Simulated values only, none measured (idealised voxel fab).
Module name: voxel air gaps (process module)
Displayed cross-section: cut, width of 170 nm, square cells sized 5 nm.
Bands, listed from the top down, are how a cross-section gets written in this document; the cross-section itself is a grid of square cells, and a band is one or more rows of them. Each band's line starts with the height of the band's top and of its bottom, in nm. Then come its materials from left to right, each with its width in nm. One material with "edge to edge" fills the band from edge to edge. "blank" is empty space. Heights from 0 (as-received wafer is one material below). Bottom band endless downward, as "z 0 and below". Width "30->40": first value at the band's top row of cells, second value at its bottom row, equal change from row to row. Where the words "nothing changed" appear for a step, the cross-section shows no cell changed by that step; every cell remained as before. The entry "Sealed-off cavities" lists the empty spaces that cover at least 8 cells and have no open path to the top. Each is written as width x height at distance, where the distance is measured from the left edge and all three values are in nm. Text after the settings on a step's line: the simulator's own remark on that step. The setting "overlay nm" may be written on the line of a step. When the step uses a mask, the value reports how far to the right of the planned place the mask lay, and a negative value reports that it lay to the left.
Here's what the planned process steps look like:
step 1: RECEIVE with material Si
step 2: CONFORMAL_DEP with material SiO2, thk nm 15
step 3: CONFORMAL_DEP with material SiCN, thk nm 5
step 4: DIRECTIONAL_DEP with material lowk, thk nm 30
step 5: MASKED_ETCH with tone open, mask id LINES, width nm 15, pitch nm 45, etch materials lowk, depth nm 30, overlay nm 0
step 6: CONFORMAL_DEP with material TiN, thk nm 5
step 7: FILL_DEP with material Cu, thk nm 10
step 8: CMP with height nm 50
step 9: EPI with material Ru, thk nm 10
step 10: SELECTIVE_ETCH with etch materials lowk, depth nm 40
step 11: CONFORMAL_DEP with material SiCN, thk nm 5
As received (post step 1): cross-section:
    z 0 and below | Si edge to edge
    Sealed-off cavities: none
Wafer cross-section at module end: first of two, run to plan:
    z 65 to 60 | 15 nm blank | 135 nm SiCN | 20 nm blank
    z 60 to 50 | 15 nm blank | 5 nm SiCN | 35 nm Ru | 10 nm SiCN | 35 nm Ru | 10 nm SiCN | 35 nm Ru | 5 nm SiCN | 20 nm blank
    z 50 to 45 | 15 nm blank | 15 nm SiCN | 5 nm TiN | 5 nm Cu | 5 nm TiN | 30 nm SiCN | 5 nm TiN | 5 nm Cu | 5 nm TiN | 30 nm SiCN | 5 nm TiN | 5 nm Cu | 5 nm TiN | 15 nm SiCN | 20 nm blank
    z 45 to 25 | 25 nm blank | 5 nm SiCN | 5 nm TiN | 5 nm Cu | 5 nm TiN | 5 nm SiCN | 20 nm blank | 5 nm SiCN | 5 nm TiN | 5 nm Cu | 5 nm TiN | 5 nm SiCN | 20 nm blank | 5 nm SiCN | 5 nm TiN | 5 nm Cu | 5 nm TiN | 5 nm SiCN | 30 nm blank
    z 25 to 20 | 30 nm SiCN | 15 nm TiN | 30 nm SiCN | 15 nm TiN | 30 nm SiCN | 15 nm TiN | 35 nm SiCN
    z 20 to 15 | SiCN edge to edge
    z 15 to 0 | SiO2 edge to edge
    z 0 and below | Si edge to edge
    Sealed-off cavities: 20 x 20 at 50; 20 x 20 at 95
This is the second of the two wafers, cross-sectioned at the end of the module; it started exactly like the first and was given the same plan, but it was run with one mistake:
    z 65 to 60 | 10 nm blank | 135 nm SiCN | 25 nm blank
    z 60 to 50 | 10 nm blank | 5 nm SiCN | 35 nm Ru | 10 nm SiCN | 35 nm Ru | 10 nm SiCN | 35 nm Ru | 5 nm SiCN | 25 nm blank
    z 50 to 45 | 10 nm blank | 15 nm SiCN | 5 nm TiN | 5 nm Cu | 5 nm TiN | 30 nm SiCN | 5 nm TiN | 5 nm Cu | 5 nm TiN | 30 nm SiCN | 5 nm TiN | 5 nm Cu | 5 nm TiN | 15 nm SiCN | 25 nm blank
    z 45 to 25 | 20 nm blank | 5 nm SiCN | 5 nm TiN | 5 nm Cu | 5 nm TiN | 5 nm SiCN | 20 nm blank | 5 nm SiCN | 5 nm TiN | 5 nm Cu | 5 nm TiN | 5 nm SiCN | 20 nm blank | 5 nm SiCN | 5 nm TiN | 5 nm Cu | 5 nm TiN | 5 nm SiCN | 35 nm blank
    z 25 to 20 | 25 nm SiCN | 15 nm TiN | 30 nm SiCN | 15 nm TiN | 30 nm SiCN | 15 nm TiN | 40 nm SiCN
    z 20 to 15 | SiCN edge to edge
    z 15 to 0 | SiO2 edge to edge
    z 0 and below | Si edge to edge
    Sealed-off cavities: 20 x 20 at 45; 20 x 20 at 90
What broke from the plan during processing? for step 5, the planned setting was not used; the step was instead run as MASKED_ETCH with tone open, mask id LINES, width nm 15, pitch nm 45, etch materials lowk, depth nm 30, overlay nm -5
Final state: per-material cell counts identical on both wafers; locations differ.
